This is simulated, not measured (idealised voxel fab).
process module | voxel gate over fins
cross-section cut | 170 nm wide | cells 5 nm
A cross-section is a grid of square cells, given in bands from the top down. A band is one or more rows of cells.
Each band's line starts with the height of the band's top and of its bottom, in nm. Then come its materials from left to right, each with its width in nm. One material with "throughout" fills the band from edge to edge. "air" is empty space.
Height 0 is the level under which the wafer as received is all one material. The lowest band goes on downwards, as in "0 down".
A width such as "30 to 40" changes by the same amount from each row of cells to the next, from the band's top row to its bottom row.
"no change" after a step means that no cell of the cross-section changed.
closed voids: empty space of 8 cells or more with no open way to the top, each as width x height at its distance from the left edge, in nm
after a step's settings: what the simulator itself notes on the step
overlay nm, on a step with a mask: how far to the right of its planned place the mask lay; to the left if negative
plan
1 op RECEIVE | material Si
2 op CONFORMAL_DEP | material SiN | thk nm 5
3 op DIRECTIONAL_DEP | material aC | thk nm 15
4 op PATTERN | tone cover | mask id FINS | material resist | width nm 15 | pitch nm 50 | thk nm 30 | overlay nm 0
5 op DIRECTIONAL_ETCH | etch materials aC | depth nm 15
6 op STRIP | etch materials resist
7 op DIRECTIONAL_ETCH | etch materials SiN | depth nm 5
8 op DIRECTIONAL_ETCH | etch materials Si | depth nm 30
9 op STRIP | etch materials aC
10 op FILL_DEP | material SiO2 | thk nm 5
11 op CMP | height nm 5
12 op DIRECTIONAL_DEP | material aC | thk nm 10
13 op PATTERN | tone open | mask id RAIL | material resist | width nm 15 | thk nm 30 | overlay nm 0
14 op DIRECTIONAL_ETCH | etch materials aC | depth nm 10
15 op STRIP | etch materials resist
16 op DIRECTIONAL_ETCH | etch materials SiO2 | depth nm 30
17 op STRIP | etch materials aC
18 op CONFORMAL_DEP | material TiN | thk nm 5
19 op FILL_DEP | material W | thk nm 5
20 op CMP | height nm 5
21 op SELECTIVE_ETCH | etch materials W Ru TiN | depth nm 25
22 op FILL_DEP | material SiO2 | thk nm 5
23 op CMP | height nm 5
24 op SELECTIVE_ETCH | etch materials SiO2 | depth nm 20
25 op STRIP | etch materials SiN
26 op CONFORMAL_DEP | material HfO2 | thk nm 5
27 op CONFORMAL_DEP | material TiN | thk nm 5
28 op FILL_DEP | material W | thk nm 10
29 op CMP | height nm 15
30 op CONFORMAL_DEP | material SiN | thk nm 10
as received, after step 1
  0 down: Si throughout
  closed voids: none
a wafer at the end: this start, this plan, one mistake
  25 to 15: SiN throughout
  15 to 10: W throughout
  10 to 5: W 40 | TiN 35 | W 15 | TiN 35 | W 45
  5 to 0: W 40 | TiN 5 | HfO2 25 | TiN 5 | W 15 | TiN 5 | HfO2 25 | TiN 5 | W 45
  0 to -5: W 40 | TiN 5 | HfO2 5 | Si 15 | HfO2 5 | TiN 5 | W 15 | TiN 5 | HfO2 5 | Si 15 | HfO2 5 | TiN 5 | W 45
  -5 to -10: TiN 45 | HfO2 5 | Si 15 | HfO2 5 | TiN 25 | HfO2 5 | Si 15 | HfO2 5 | TiN 50
  -10 to -15: HfO2 50 | Si 15 | HfO2 35 | Si 15 | HfO2 55
  -15 to -20: SiO2 50 | Si 15 | SiO2 15 | HfO2 5 | SiO2 15 | Si 15 | SiO2 55
  -20 to -25: SiO2 50 | Si 15 | SiO2 10 | TiN 15 | SiO2 10 | Si 15 | SiO2 55
  -25 to -30: SiO2 50 | Si 15 | SiO2 35 | Si 15 | SiO2 55
  -30 down: Si throughout
  closed voids: none
what went wrong: step 19 ran as: op FILL_DEP | material SiN | thk nm 5
